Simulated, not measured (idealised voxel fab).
The process module presented herein is designated voxel gate over fins.
The cross-section shown here is cut; it is 190 nm wide and divided into square cells measuring 5 nm on a side.
Heads up, the way a cross-section reads in here is a grid of square cells, handed over as bands from the top down, with every band being one or more rows of cells. For a band, the entry starts with two heights in nm, that of the top and then that of the bottom, and carries on with the band's materials in order from left to right, each alongside its width in nm; the word "edge to edge" beside a single material means it fills the band edge to edge, and "air" means empty space. A quick word on heights: they are counted from 0, and under that level the wafer as it came to us is one material throughout. The lowest band is different from the rest in having no bottom; it simply continues downward, written as in "from 0 down". With a width like "30->40", each row of cells in the band differs from the next by the same amount, the top row carrying the first number and the bottom row the second. Step marked "same as before"? Then no cell in the cross-section changed in it. Heads up: "Enclosed void entries" only lists the empty pockets with no open path to the top that are 8 cells or more, and it writes them as width x height at distance, distance from the left edge, in nm. It should be noted that, on the line of a given step, the content following the step's settings is a remark produced by the simulator itself with respect to that step. overlay nm: on a step with a mask, how far right of its planned place the mask lay; negative means left.
The process steps that were planned are listed below
1) RECEIVE with material Si
2) CONFORMAL_DEP with material SiN, thk nm 10
3) MASKED_ETCH with tone cover, mask id FINS, width nm 15, pitch nm 50, etch materials SiN, depth nm 10, overlay nm 0
4) MASKED_ETCH with tone cover, mask id FINS, width nm 15, pitch nm 50, etch materials Si, depth nm 35, overlay nm 0
5) OXIDIZE with depth nm 5
6) FILL_DEP with material SiO2, thk nm 15
7) CMP with height nm 10
8) PATTERN with tone open, mask id RAIL, material resist, width nm 15, thk nm 15, overlay nm 0
9) DIRECTIONAL_ETCH with etch materials SiO2, depth nm 40
10) STRIP with etch materials resist
11) CONFORMAL_DEP with material TiN, thk nm 5
12) FILL_DEP with material Ru, thk nm 10
13) CMP with height nm 10
14) SELECTIVE_ETCH with etch materials W Ru TiN, depth nm 30
15) FILL_DEP with material SiO2, thk nm 5
16) CMP with height nm 10
17) SELECTIVE_ETCH with etch materials SiO2, depth nm 25
18) STRIP with etch materials SiN
19) CONFORMAL_DEP with material HfO2, thk nm 5
20) CONFORMAL_DEP with material TiN, thk nm 5
21) CONFORMAL_DEP with material TiAl, thk nm 5
22) CONFORMAL_DEP with material TiN, thk nm 5
23) FILL_DEP with material W, thk nm 10
24) CMP with height nm 25
25) CONFORMAL_DEP with material SiN, thk nm 5
First wafer, as planned
As received (post step 1): cross-section
from 0 down: Si edge to edge
Enclosed void entries: none
Sectional view: wafer, after step 2
from 10 to 0: SiN edge to edge
For the remainder of the cross-section, below 0, there is no change.
Sectional view: wafer, after step 3
from 10 to 0: air=60; SiN=15; air=35; SiN=15; air=65
For the remainder of the cross-section, below 0, there is no change.
Sectional view: wafer, after step 4
from 10 to 0: air=60; SiN=15; air=35; SiN=15; air=65
from 0 to -35: air=60; Si=15; air=35; Si=15; air=65
For the remainder of the cross-section, below -35, there is no change.
Sectional view: wafer, after step 5
from 10 to 0: air=60; SiN=15; air=35; SiN=15; air=65
from 0 to -35: air=60; SiO2=5; Si=5; SiO2=5; air=35; SiO2=5; Si=5; SiO2=5; air=65
from -35 to -40: SiO2=65; Si=5; SiO2=45; Si=5; SiO2=70
For the remainder of the cross-section, below -40, there is no change.
Sectional view: wafer, after step 6
from 25 to 10: SiO2 edge to edge
from 10 to 0: SiO2=60; SiN=15; SiO2=35; SiN=15; SiO2=65
from 0 to -40: SiO2=65; Si=5; SiO2=45; Si=5; SiO2=70
For the remainder of the cross-section, below -40, there is no change.
Sectional view: wafer, after step 7
from 10 to 0: SiO2=60; SiN=15; SiO2=35; SiN=15; SiO2=65
For the remainder of the cross-section, below 0, there is no change.
Sectional view: wafer, after step 8
from 25 to 10: resist=85; air=15; resist=90
For the remainder of the cross-section, below 10, there is no change.
Sectional view: wafer, after step 9
from 25 to 10: resist=85; air=15; resist=90
from 10 to 0: SiO2=60; SiN=15; SiO2=10; air=15; SiO2=10; SiN=15; SiO2=65
from 0 to -30: SiO2=65; Si=5; SiO2=15; air=15; SiO2=15; Si=5; SiO2=70
For the remainder of the cross-section, below -30, there is no change.
Sectional view: wafer, after step 10
from 10 to 0: SiO2=60; SiN=15; SiO2=10; air=15; SiO2=10; SiN=15; SiO2=65
For the remainder of the cross-section, below 0, there is no change.
Sectional view: wafer, after step 11
from 15 to 10: TiN=90; air=5; TiN=95
from 10 to 0: SiO2=60; SiN=15; SiO2=10; TiN=5; air=5; TiN=5; SiO2=10; SiN=15; SiO2=65
from 0 to -25: SiO2=65; Si=5; SiO2=15; TiN=5; air=5; TiN=5; SiO2=15; Si=5; SiO2=70
from -25 to -30: SiO2=65; Si=5; SiO2=15; TiN=15; SiO2=15; Si=5; SiO2=70
For the remainder of the cross-section, below -30, there is no change.
Sectional view: wafer, after step 12
from 25 to 15: Ru edge to edge
from 15 to 10: TiN=90; Ru=5; TiN=95
from 10 to 0: SiO2=60; SiN=15; SiO2=10; TiN=5; Ru=5; TiN=5; SiO2=10; SiN=15; SiO2=65
from 0 to -25: SiO2=65; Si=5; SiO2=15; TiN=5; Ru=5; TiN=5; SiO2=15; Si=5; SiO2=70
For the remainder of the cross-section, below -25, there is no change.
Sectional view: wafer, after step 13
from 10 to 0: SiO2=60; SiN=15; SiO2=10; TiN=5; Ru=5; TiN=5; SiO2=10; SiN=15; SiO2=65
For the remainder of the cross-section, below 0, there is no change.
Sectional view: wafer, after step 14
from 10 to 0: SiO2=60; SiN=15; SiO2=10; air=15; SiO2=10; SiN=15; SiO2=65
from 0 to -20: SiO2=65; Si=5; SiO2=15; air=15; SiO2=15; Si=5; SiO2=70
For the remainder of the cross-section, below -20, there is no change.
Sectional view: wafer, after step 15
from 15 to 10: SiO2 edge to edge
from 10 to 0: SiO2=60; SiN=15; SiO2=35; SiN=15; SiO2=65
from 0 to -20: SiO2=65; Si=5; SiO2=45; Si=5; SiO2=70
For the remainder of the cross-section, below -20, there is no change.
Sectional view: wafer, after step 16
from 10 to 0: SiO2=60; SiN=15; SiO2=35; SiN=15; SiO2=65
For the remainder of the cross-section, below 0, there is no change.
Sectional view: wafer, after step 17
from 10 to 0: air=60; SiN=15; air=35; SiN=15; air=65
from 0 to -15: air=65; Si=5; air=45; Si=5; air=70
For the remainder of the cross-section, below -15, there is no change.
Sectional view: wafer, after step 18
from 0 to -15: air=65; Si=5; air=45; Si=5; air=70
For the remainder of the cross-section, below -15, there is no change.
Sectional view: wafer, after step 19
from 5 to 0: air=60; HfO2=15; air=35; HfO2=15; air=65
from 0 to -10: air=60; HfO2=5; Si=5; HfO2=5; air=35; HfO2=5; Si=5; HfO2=5; air=65
from -10 to -15: HfO2=65; Si=5; HfO2=45; Si=5; HfO2=70
For the remainder of the cross-section, below -15, there is no change.
Sectional view: wafer, after step 20
from 10 to 5: air=55; TiN=25; air=25; TiN=25; air=60
from 5 to 0: air=55; TiN=5; HfO2=15; TiN=5; air=25; TiN=5; HfO2=15; TiN=5; air=60
from 0 to -5: air=55; TiN=5; HfO2=5; Si=5; HfO2=5; TiN=5; air=25; TiN=5; HfO2=5; Si=5; HfO2=5; TiN=5; air=60
from -5 to -10: TiN=60; HfO2=5; Si=5; HfO2=5; TiN=35; HfO2=5; Si=5; HfO2=5; TiN=65
For the remainder of the cross-section, below -10, there is no change.
Sectional view: wafer, after step 21
from 15 to 10: air=50; TiAl=35; air=15; TiAl=35; air=55
from 10 to 5: air=50; TiAl=5; TiN=25; TiAl=5; air=15; TiAl=5; TiN=25; TiAl=5; air=55
from 5 to 0: air=50; TiAl=5; TiN=5; HfO2=15; TiN=5; TiAl=5; air=15; TiAl=5; TiN=5; HfO2=15; TiN=5; TiAl=5; air=55
from 0 to -5: TiAl=55; TiN=5; HfO2=5; Si=5; HfO2=5; TiN=5; TiAl=25; TiN=5; HfO2=5; Si=5; HfO2=5; TiN=5; TiAl=60
For the remainder of the cross-section, below -5, there is no change.
Sectional view: wafer, after step 22
from 20 to 15: air=45; TiN=45; air=5; TiN=45; air=50
from 15 to 10: air=45; TiN=5; TiAl=35; TiN=5; air=5; TiN=5; TiAl=35; TiN=5; air=50
from 10 to 5: air=45; TiN=5; TiAl=5; TiN=25; TiAl=5; TiN=5; air=5; TiN=5; TiAl=5; TiN=25; TiAl=5; TiN=5; air=50
from 5 to 0: TiN=50; TiAl=5; TiN=5; HfO2=15; TiN=5; TiAl=5; TiN=15; TiAl=5; TiN=5; HfO2=15; TiN=5; TiAl=5; TiN=55
For the remainder of the cross-section, below 0, there is no change.
Sectional view: wafer, after step 23
from 30 to 20: W edge to edge
from 20 to 15: W=45; TiN=45; W=5; TiN=45; W=50
from 15 to 10: W=45; TiN=5; TiAl=35; TiN=5; W=5; TiN=5; TiAl=35; TiN=5; W=50
from 10 to 5: W=45; TiN=5; TiAl=5; TiN=25; TiAl=5; TiN=5; W=5; TiN=5; TiAl=5; TiN=25; TiAl=5; TiN=5; W=50
For the remainder of the cross-section, below 5, there is no change.
Sectional view: wafer, after step 24
from 25 to 20: W edge to edge
For the remainder of the cross-section, below 20, there is no change.
Sectional view: wafer, after step 25
from 30 to 25: SiN edge to edge
For the remainder of the cross-section, below 25, there is no change.
Wafer two. Same start, same plan, one slip in execution. Same as wafer one through step 1, inclusive
Second wafer profile in section, at the moment step 2 of the plan was meant to be complete: same as before
Second wafer profile in section, at the moment step 3 of the plan was meant to be complete: same as before
Second wafer profile in section, at the moment step 4 of the plan was meant to be complete
from 0 to -35: air=60; Si=15; air=35; Si=15; air=65
For the remainder of the cross-section, below -35, there is no change.
Second wafer profile in section, at the moment step 5 of the plan was meant to be complete
from 0 to -5: air=60; SiO2=15; air=35; SiO2=15; air=65
from -5 to -35: air=60; SiO2=5; Si=5; SiO2=5; air=35; SiO2=5; Si=5; SiO2=5; air=65
from -35 to -40: SiO2=65; Si=5; SiO2=45; Si=5; SiO2=70
For the remainder of the cross-section, below -40, there is no change.
Second wafer profile in section, at the moment step 6 of the plan was meant to be complete
from 15 to -5: SiO2 edge to edge
from -5 to -40: SiO2=65; Si=5; SiO2=45; Si=5; SiO2=70
For the remainder of the cross-section, below -40, there is no change.
Second wafer profile in section, at the moment step 7 of the plan was meant to be complete
from 10 to -5: SiO2 edge to edge
For the remainder of the cross-section, below -5, there is no change.
Second wafer profile in section, at the moment step 8 of the plan was meant to be complete
from 25 to 10: resist=85; air=15; resist=90
For the remainder of the cross-section, below 10, there is no change.
Second wafer profile in section, at the moment step 9 of the plan was meant to be complete
from 25 to 10: resist=85; air=15; resist=90
from 10 to -5: SiO2=85; air=15; SiO2=90
from -5 to -30: SiO2=65; Si=5; SiO2=15; air=15; SiO2=15; Si=5; SiO2=70
For the remainder of the cross-section, below -30, there is no change.
Second wafer profile in section, at the moment step 10 of the plan was meant to be complete
from 10 to -5: SiO2=85; air=15; SiO2=90
For the remainder of the cross-section, below -5, there is no change.
Second wafer profile in section, at the moment step 11 of the plan was meant to be complete
from 15 to 10: TiN=90; air=5; TiN=95
from 10 to -5: SiO2=85; TiN=5; air=5; TiN=5; SiO2=90
from -5 to -25: SiO2=65; Si=5; SiO2=15; TiN=5; air=5; TiN=5; SiO2=15; Si=5; SiO2=70
from -25 to -30: SiO2=65; Si=5; SiO2=15; TiN=15; SiO2=15; Si=5; SiO2=70
For the remainder of the cross-section, below -30, there is no change.
Second wafer profile in section, at the moment step 12 of the plan was meant to be complete
from 25 to 15: Ru edge to edge
from 15 to 10: TiN=90; Ru=5; TiN=95
from 10 to -5: SiO2=85; TiN=5; Ru=5; TiN=5; SiO2=90
from -5 to -25: SiO2=65; Si=5; SiO2=15; TiN=5; Ru=5; TiN=5; SiO2=15; Si=5; SiO2=70
For the remainder of the cross-section, below -25, there is no change.
Second wafer profile in section, at the moment step 13 of the plan was meant to be complete
from 10 to -5: SiO2=85; TiN=5; Ru=5; TiN=5; SiO2=90
For the remainder of the cross-section, below -5, there is no change.
Second wafer profile in section, at the moment step 14 of the plan was meant to be complete
from 10 to -5: SiO2=85; air=15; SiO2=90
from -5 to -20: SiO2=65; Si=5; SiO2=15; air=15; SiO2=15; Si=5; SiO2=70
For the remainder of the cross-section, below -20, there is no change.
Second wafer profile in section, at the moment step 15 of the plan was meant to be complete
from 15 to -5: SiO2 edge to edge
from -5 to -20: SiO2=65; Si=5; SiO2=45; Si=5; SiO2=70
For the remainder of the cross-section, below -20, there is no change.
Second wafer profile in section, at the moment step 16 of the plan was meant to be complete
from 10 to -5: SiO2 edge to edge
For the remainder of the cross-section, below -5, there is no change.
Second wafer profile in section, at the moment step 17 of the plan was meant to be complete
from -5 to -15: air=65; Si=5; air=45; Si=5; air=70
For the remainder of the cross-section, below -15, there is no change.
Second wafer profile in section, at the moment step 18 of the plan was meant to be complete: same as before
Second wafer profile in section, at the moment step 19 of the plan was meant to be complete
from 0 to -5: air=60; HfO2=15; air=35; HfO2=15; air=65
from -5 to -10: air=60; HfO2=5; Si=5; HfO2=5; air=35; HfO2=5; Si=5; HfO2=5; air=65
from -10 to -15: HfO2=65; Si=5; HfO2=45; Si=5; HfO2=70
For the remainder of the cross-section, below -15, there is no change.
Second wafer profile in section, at the moment step 20 of the plan was meant to be complete
from 5 to 0: air=55; TiN=25; air=25; TiN=25; air=60
from 0 to -5: air=55; TiN=5; HfO2=15; TiN=5; air=25; TiN=5; HfO2=15; TiN=5; air=60
from -5 to -10: TiN=60; HfO2=5; Si=5; HfO2=5; TiN=35; HfO2=5; Si=5; HfO2=5; TiN=65
For the remainder of the cross-section, below -10, there is no change.
Second wafer profile in section, at the moment step 21 of the plan was meant to be complete
from 10 to 5: air=50; TiAl=35; air=15; TiAl=35; air=55
from 5 to 0: air=50; TiAl=5; TiN=25; TiAl=5; air=15; TiAl=5; TiN=25; TiAl=5; air=55
from 0 to -5: TiAl=55; TiN=5; HfO2=15; TiN=5; TiAl=25; TiN=5; HfO2=15; TiN=5; TiAl=60
For the remainder of the cross-section, below -5, there is no change.
Second wafer profile in section, at the moment step 22 of the plan was meant to be complete
from 15 to 10: air=45; TiN=45; air=5; TiN=45; air=50
from 10 to 5: air=45; TiN=5; TiAl=35; TiN=5; air=5; TiN=5; TiAl=35; TiN=5; air=50
from 5 to 0: TiN=50; TiAl=5; TiN=25; TiAl=5; TiN=15; TiAl=5; TiN=25; TiAl=5; TiN=55
For the remainder of the cross-section, below 0, there is no change.
Second wafer profile in section, at the moment step 23 of the plan was meant to be complete
from 25 to 15: W edge to edge
from 15 to 10: W=45; TiN=45; W=5; TiN=45; W=50
from 10 to 5: W=45; TiN=5; TiAl=35; TiN=5; W=5; TiN=5; TiAl=35; TiN=5; W=50
For the remainder of the cross-section, below 5, there is no change.
Second wafer profile in section, at the moment step 24 of the plan was meant to be complete: same as before
Second wafer profile in section, at the moment step 25 of the plan was meant to be complete
from 30 to 25: SiN edge to edge
For the remainder of the cross-section, below 25, there is no change.
Plan not followed: step 2 of the plan never got run, it was skipped over
Final tally in cells, some materials are higher or lower on the second wafer than on the first: HfO2 -4; Si -2; TiAl -4; TiN -8; W +18
